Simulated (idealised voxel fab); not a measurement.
This section sets out a process module, namely voxel plated lines.
215 nm wide, 5 nm square cells: that's cross-section cut.
Cross-section, as written here: a square-cell grid given band by band from the top down, where a band holds one or more rows of cells.
Band entry format. Leading values: height of top, height of bottom, nm. Remainder: materials in left-to-right order, each with its width in nm. Special words: "edge to edge" on a single material, which then fills the band edge to edge; "blank", empty space.
Heights are expressed relative to 0, this being the level below which the as-received wafer comprises one material exclusively. The lowest band is unbounded in the downward direction and is denoted as in "0 down".
Read "30 to 40" as a graded width: first number on top, second number at the bottom, same change between each pair of neighbouring rows.
"stayed the same" -> step changed no cross-section cell.
Tabulated closed voids: empty space of 8 cells or more with no open way to the top, each as width x height at its distance from the left edge, in nm
Read whatever lies past the settings on a step's line as the simulator's own remark about the step.
The "overlay nm" setting may appear on a step's line; for a step that uses a mask, it gives how far to the right of its planned position the mask lay, and a negative value indicates the left.

-- The process steps that were planned are listed below
step 1: RECEIVE | material Si
step 2: CONFORMAL_DEP | material SiN | thk nm 10
step 3: DIRECTIONAL_DEP | material TiN | thk nm 5
step 4: PATTERN | tone open | mask id LINES | material resist | width nm 25 | pitch nm 45 | thk nm 40 | overlay nm 0
step 5: EPI | material Ru | thk nm 10
step 6: EPI | material Ru | thk nm 10
step 7: EPI | material Ru | thk nm 10
step 8: STRIP | etch materials resist
step 9: DIRECTIONAL_ETCH | etch materials TiN | depth nm 5
step 10: CONFORMAL_DEP | material SiCN | thk nm 10

-- Shown in cross-section is the wafer as received, that is, as it stands after step 1
* 0 down | Si edge to edge
* Tabulated closed voids: none

-- Starting structure and process plan are as shown above, but one mistake was made in running the module; the wafer cross-section at the end of the module follows
* 25 to 15 | SiCN edge to edge
* 15 to 5 | SiN edge to edge
* 5 to 0 | TiN edge to edge
* 0 down | Si edge to edge
* Tabulated closed voids: none
Misprocessing identified: swap of plan steps 2 and 3 during execution
